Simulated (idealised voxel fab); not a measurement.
A process module follows: voxel self aligned contacts.
For reference, the cross-section in this document is cut, with width 210 nm and square cells of 5 nm.
This document writes a cross-section as a grid whose cells are square, and gives it as bands, listed from the top down; one or more rows of cells form a band. Within each band entry, the heights of the top and of the bottom of the band appear first, in that order and in nm; the materials of the band then follow from left to right, each with its corresponding width in nm. The designation "throughout" on a single material indicates that it fills the band from edge to edge; the designation "empty" indicates empty space. Height is counted from the level 0, under which the received wafer is composed throughout of one material. The lowest of the bands is not closed at the bottom but continues downward, in the notation "top 0, no bottom". A width given as "30 to 40" starts at the first number in the band's top row and ends at the second number in its bottom row, shifting by an equal amount at every step from row to row. "nothing different" for a step: no cell of the cross-section changed in that step. The entry "Listed closed voids" lists the empty spaces that cover at least 8 cells and have no open path to the top. Each is written as width x height at distance, where the distance is measured from the left edge and all three values are in nm. after a step's settings: what the simulator itself notes on the step. overlay nm: mask offset rightward from planned place, masked step; negative means leftward offset.

## Intended process steps
step 1: RECEIVE with material Si
step 2: CONFORMAL_DEP with material SiO2, thk nm 5
step 3: DIRECTIONAL_DEP with material polySi, thk nm 20
step 4: DIRECTIONAL_DEP with material SiN, thk nm 15
step 5: DIRECTIONAL_DEP with material aC, thk nm 10
step 6: PATTERN with tone cover, mask id GATE, material resist, width nm 35, pitch nm 60, thk nm 30, overlay nm 0
step 7: DIRECTIONAL_ETCH with etch materials aC, depth nm 10
step 8: STRIP with etch materials resist
step 9: DIRECTIONAL_ETCH with etch materials SiN, depth nm 15
step 10: DIRECTIONAL_ETCH with etch materials polySi, depth nm 20
step 11: STRIP with etch materials aC
step 12: CONFORMAL_DEP with material SiN, thk nm 5
step 13: DIRECTIONAL_ETCH with etch materials SiN, depth nm 5
step 14: FILL_DEP with material SiO2, thk nm 15
step 15: CMP with height nm 50
step 16: PATTERN with tone open, mask id CONTACT, material resist, width nm 35, thk nm 20, overlay nm 0
step 17: DIRECTIONAL_ETCH with etch materials SiO2, depth nm 50
step 18: STRIP with etch materials resist
step 19: CONFORMAL_DEP with material TiN, thk nm 5
step 20: FILL_DEP with material W, thk nm 5
step 21: CMP with height nm 50
step 22: CONFORMAL_DEP with material SiN, thk nm 5

## First of two wafers, processed according to plan

## Incoming wafer in cross-section (state: after step 1)
top 0, no bottom: Si throughout
Listed closed voids: none

## State of the wafer after step 2, shown in cross-section
top 5, bottom 0: SiO2 throughout
Everything below 0 is unchanged.

## State of the wafer after step 3, shown in cross-section
top 25, bottom 5: polySi throughout
Everything below 5 is unchanged.

## State of the wafer after step 4, shown in cross-section
top 40, bottom 25: SiN throughout
Everything below 25 is unchanged.

## State of the wafer after step 5, shown in cross-section
top 50, bottom 40: aC throughout
Everything below 40 is unchanged.

## State of the wafer after step 6, shown in cross-section
top 80, bottom 50: 55 of empty | 35 of resist | 25 of empty | 35 of resist | 60 of empty
Everything below 50 is unchanged.

## State of the wafer after step 7, shown in cross-section
top 70, bottom 50: 55 of empty | 35 of resist | 25 of empty | 35 of resist | 60 of empty
top 50, bottom 40: 55 of empty | 35 of aC | 25 of empty | 35 of aC | 60 of empty
Everything below 40 is unchanged.

## State of the wafer after step 8, shown in cross-section
top 50, bottom 40: 55 of empty | 35 of aC | 25 of empty | 35 of aC | 60 of empty
Everything below 40 is unchanged.

## State of the wafer after step 9, shown in cross-section
top 50, bottom 40: 55 of empty | 35 of aC | 25 of empty | 35 of aC | 60 of empty
top 40, bottom 25: 55 of empty | 35 of SiN | 25 of empty | 35 of SiN | 60 of empty
Everything below 25 is unchanged.

## State of the wafer after step 10, shown in cross-section
top 50, bottom 40: 55 of empty | 35 of aC | 25 of empty | 35 of aC | 60 of empty
top 40, bottom 25: 55 of empty | 35 of SiN | 25 of empty | 35 of SiN | 60 of empty
top 25, bottom 5: 55 of empty | 35 of polySi | 25 of empty | 35 of polySi | 60 of empty
Everything below 5 is unchanged.

## State of the wafer after step 11, shown in cross-section
top 40, bottom 25: 55 of empty | 35 of SiN | 25 of empty | 35 of SiN | 60 of empty
Everything below 25 is unchanged.

## State of the wafer after step 12, shown in cross-section
top 45, bottom 25: 50 of empty | 45 of SiN | 15 of empty | 45 of SiN | 55 of empty
top 25, bottom 10: 50 of empty | 5 of SiN | 35 of polySi | 5 of SiN | 15 of empty | 5 of SiN | 35 of polySi | 5 of SiN | 55 of empty
top 10, bottom 5: 55 of SiN | 35 of polySi | 25 of SiN | 35 of polySi | 60 of SiN
Everything below 5 is unchanged.

## State of the wafer after step 13, shown in cross-section
top 40, bottom 25: 50 of empty | 45 of SiN | 15 of empty | 45 of SiN | 55 of empty
top 25, bottom 5: 50 of empty | 5 of SiN | 35 of polySi | 5 of SiN | 15 of empty | 5 of SiN | 35 of polySi | 5 of SiN | 55 of empty
Everything below 5 is unchanged.

## State of the wafer after step 14, shown in cross-section
top 55, bottom 40: SiO2 throughout
top 40, bottom 25: 50 of SiO2 | 45 of SiN | 15 of SiO2 | 45 of SiN | 55 of SiO2
top 25, bottom 5: 50 of SiO2 | 5 of SiN | 35 of polySi | 5 of SiN | 15 of SiO2 | 5 of SiN | 35 of polySi | 5 of SiN | 55 of SiO2
Everything below 5 is unchanged.

## State of the wafer after step 15, shown in cross-section
top 50, bottom 40: SiO2 throughout
Everything below 40 is unchanged.

## State of the wafer after step 16, shown in cross-section
top 70, bottom 50: 85 of resist | 35 of empty | 90 of resist
Everything below 50 is unchanged.

## State of the wafer after step 17, shown in cross-section
top 70, bottom 50: 85 of resist | 35 of empty | 90 of resist
top 50, bottom 40: 85 of SiO2 | 35 of empty | 90 of SiO2
top 40, bottom 25: 50 of SiO2 | 45 of SiN | 15 of empty | 45 of SiN | 55 of SiO2
top 25, bottom 5: 50 of SiO2 | 5 of SiN | 35 of polySi | 5 of SiN | 15 of empty | 5 of SiN | 35 of polySi | 5 of SiN | 55 of SiO2
top 5, bottom 0: 95 of SiO2 | 15 of empty | 100 of SiO2
Everything below 0 is unchanged.

## State of the wafer after step 18, shown in cross-section
top 50, bottom 40: 85 of SiO2 | 35 of empty | 90 of SiO2
Everything below 40 is unchanged.

## State of the wafer after step 19, shown in cross-section
top 55, bottom 50: 90 of TiN | 25 of empty | 95 of TiN
top 50, bottom 40: 85 of SiO2 | 5 to 15 of TiN | 25 to 5 of empty | 5 to 15 of TiN | 90 of SiO2
top 40, bottom 25: 50 of SiO2 | 45 of SiN | 5 of TiN | 5 of empty | 5 of TiN | 45 of SiN | 55 of SiO2
top 25, bottom 5: 50 of SiO2 | 5 of SiN | 35 of polySi | 5 of SiN | 5 of TiN | 5 of empty | 5 of TiN | 5 of SiN | 35 of polySi | 5 of SiN | 55 of SiO2
top 5, bottom 0: 95 of SiO2 | 15 of TiN | 100 of SiO2
Everything below 0 is unchanged.

## State of the wafer after step 20, shown in cross-section
top 60, bottom 55: W throughout
top 55, bottom 50: 90 of TiN | 25 of W | 95 of TiN
top 50, bottom 40: 85 of SiO2 | 5 to 15 of TiN | 25 to 5 of W | 5 to 15 of TiN | 90 of SiO2
top 40, bottom 25: 50 of SiO2 | 45 of SiN | 5 of TiN | 5 of W | 5 of TiN | 45 of SiN | 55 of SiO2
top 25, bottom 5: 50 of SiO2 | 5 of SiN | 35 of polySi | 5 of SiN | 5 of TiN | 5 of W | 5 of TiN | 5 of SiN | 35 of polySi | 5 of SiN | 55 of SiO2
Everything below 5 is unchanged.

## State of the wafer after step 21, shown in cross-section
top 50, bottom 40: 85 of SiO2 | 5 to 15 of TiN | 25 to 5 of W | 5 to 15 of TiN | 90 of SiO2
Everything below 40 is unchanged.

## State of the wafer after step 22, shown in cross-section
top 55, bottom 50: SiN throughout
Everything below 50 is unchanged.

## Notes, second wafer: start = first wafer's, plan = first wafer's, execution had one mistake; history identical to first through step 2

## Second wafer at the planned finish of step 3, seen in cross-section
top 45, bottom 5: polySi throughout
Everything below 5 is unchanged.

## Second wafer at the planned finish of step 4, seen in cross-section
top 60, bottom 45: SiN throughout
Everything below 45 is unchanged.

## Second wafer at the planned finish of step 5, seen in cross-section
top 70, bottom 60: aC throughout
Everything below 60 is unchanged.

## Second wafer at the planned finish of step 6, seen in cross-section
top 100, bottom 70: 55 of empty | 35 of resist | 25 of empty | 35 of resist | 60 of empty
Everything below 70 is unchanged.

## Second wafer at the planned finish of step 7, seen in cross-section
top 90, bottom 70: 55 of empty | 35 of resist | 25 of empty | 35 of resist | 60 of empty
top 70, bottom 60: 55 of empty | 35 of aC | 25 of empty | 35 of aC | 60 of empty
Everything below 60 is unchanged.

## Second wafer at the planned finish of step 8, seen in cross-section
top 70, bottom 60: 55 of empty | 35 of aC | 25 of empty | 35 of aC | 60 of empty
Everything below 60 is unchanged.

## Second wafer at the planned finish of step 9, seen in cross-section
top 70, bottom 60: 55 of empty | 35 of aC | 25 of empty | 35 of aC | 60 of empty
top 60, bottom 45: 55 of empty | 35 of SiN | 25 of empty | 35 of SiN | 60 of empty
Everything below 45 is unchanged.

## Second wafer at the planned finish of step 10, seen in cross-section
top 70, bottom 60: 55 of empty | 35 of aC | 25 of empty | 35 of aC | 60 of empty
top 60, bottom 45: 55 of empty | 35 of SiN | 25 of empty | 35 of SiN | 60 of empty
top 45, bottom 25: 55 of empty | 35 of polySi | 25 of empty | 35 of polySi | 60 of empty
Everything below 25 is unchanged.

## Second wafer at the planned finish of step 11, seen in cross-section
top 60, bottom 45: 55 of empty | 35 of SiN | 25 of empty | 35 of SiN | 60 of empty
Everything below 45 is unchanged.

## Second wafer at the planned finish of step 12, seen in cross-section
top 65, bottom 45: 50 of empty | 45 of SiN | 15 of empty | 45 of SiN | 55 of empty
top 45, bottom 30: 50 of empty | 5 of SiN | 35 of polySi | 5 of SiN | 15 of empty | 5 of SiN | 35 of polySi | 5 of SiN | 55 of empty
top 30, bottom 25: 55 of SiN | 35 of polySi | 25 of SiN | 35 of polySi | 60 of SiN
Everything below 25 is unchanged.

## Second wafer at the planned finish of step 13, seen in cross-section
top 60, bottom 45: 50 of empty | 45 of SiN | 15 of empty | 45 of SiN | 55 of empty
top 45, bottom 25: 50 of empty | 5 of SiN | 35 of polySi | 5 of SiN | 15 of empty | 5 of SiN | 35 of polySi | 5 of SiN | 55 of empty
Everything below 25 is unchanged.

## Second wafer at the planned finish of step 14, seen in cross-section
top 75, bottom 60: SiO2 throughout
top 60, bottom 45: 50 of SiO2 | 45 of SiN | 15 of SiO2 | 45 of SiN | 55 of SiO2
top 45, bottom 25: 50 of SiO2 | 5 of SiN | 35 of polySi | 5 of SiN | 15 of SiO2 | 5 of SiN | 35 of polySi | 5 of SiN | 55 of SiO2
Everything below 25 is unchanged.

## Second wafer at the planned finish of step 15, seen in cross-section
top 50, bottom 45: 50 of SiO2 | 45 of SiN | 15 of SiO2 | 45 of SiN | 55 of SiO2
Everything below 45 is unchanged.

## Second wafer at the planned finish of step 16, seen in cross-section
top 70, bottom 50: 85 of resist | 35 of empty | 90 of resist
Everything below 50 is unchanged.

## Second wafer at the planned finish of step 17, seen in cross-section
top 70, bottom 50: 85 of resist | 35 of empty | 90 of resist
top 50, bottom 45: 50 of SiO2 | 45 of SiN | 15 of empty | 45 of SiN | 55 of SiO2
top 45, bottom 25: 50 of SiO2 | 5 of SiN | 35 of polySi | 5 of SiN | 15 of empty | 5 of SiN | 35 of polySi | 5 of SiN | 55 of SiO2
Everything below 25 is unchanged.

## Second wafer at the planned finish of step 18, seen in cross-section
top 50, bottom 45: 50 of SiO2 | 45 of SiN | 15 of empty | 45 of SiN | 55 of SiO2
Everything below 45 is unchanged.

## Second wafer at the planned finish of step 19, seen in cross-section
top 55, bottom 50: 100 of TiN | 5 of empty | 105 of TiN
top 50, bottom 45: 50 of SiO2 | 45 of SiN | 5 of TiN | 5 of empty | 5 of TiN | 45 of SiN | 55 of SiO2
top 45, bottom 30: 50 of SiO2 | 5 of SiN | 35 of polySi | 5 of SiN | 5 of TiN | 5 of empty | 5 of TiN | 5 of SiN | 35 of polySi | 5 of SiN | 55 of SiO2
top 30, bottom 25: 50 of SiO2 | 5 of SiN | 35 of polySi | 5 of SiN | 15 of TiN | 5 of SiN | 35 of polySi | 5 of SiN | 55 of SiO2
Everything below 25 is unchanged.

## Second wafer at the planned finish of step 20, seen in cross-section
top 60, bottom 55: W throughout
top 55, bottom 50: 100 of TiN | 5 of W | 105 of TiN
top 50, bottom 45: 50 of SiO2 | 45 of SiN | 5 of TiN | 5 of W | 5 of TiN | 45 of SiN | 55 of SiO2
top 45, bottom 30: 50 of SiO2 | 5 of SiN | 35 of polySi | 5 of SiN | 5 of TiN | 5 of W | 5 of TiN | 5 of SiN | 35 of polySi | 5 of SiN | 55 of SiO2
Everything below 30 is unchanged.

## Second wafer at the planned finish of step 21, seen in cross-section
top 50, bottom 45: 50 of SiO2 | 45 of SiN | 5 of TiN | 5 of W | 5 of TiN | 45 of SiN | 55 of SiO2
Everything below 45 is unchanged.

## Second wafer at the planned finish of step 22, seen in cross-section
top 55, bottom 50: SiN throughout
Everything below 50 is unchanged.
The plan and the run diverged here: twice, step 3 of the plan was run
Upon completion, the second wafer contains, in terms of cells, a greater or smaller amount of certain materials than the first wafer: SiN: 36 fewer | SiO2: 109 fewer | TiN: 14 fewer | W: 9 fewer | polySi: 168 more
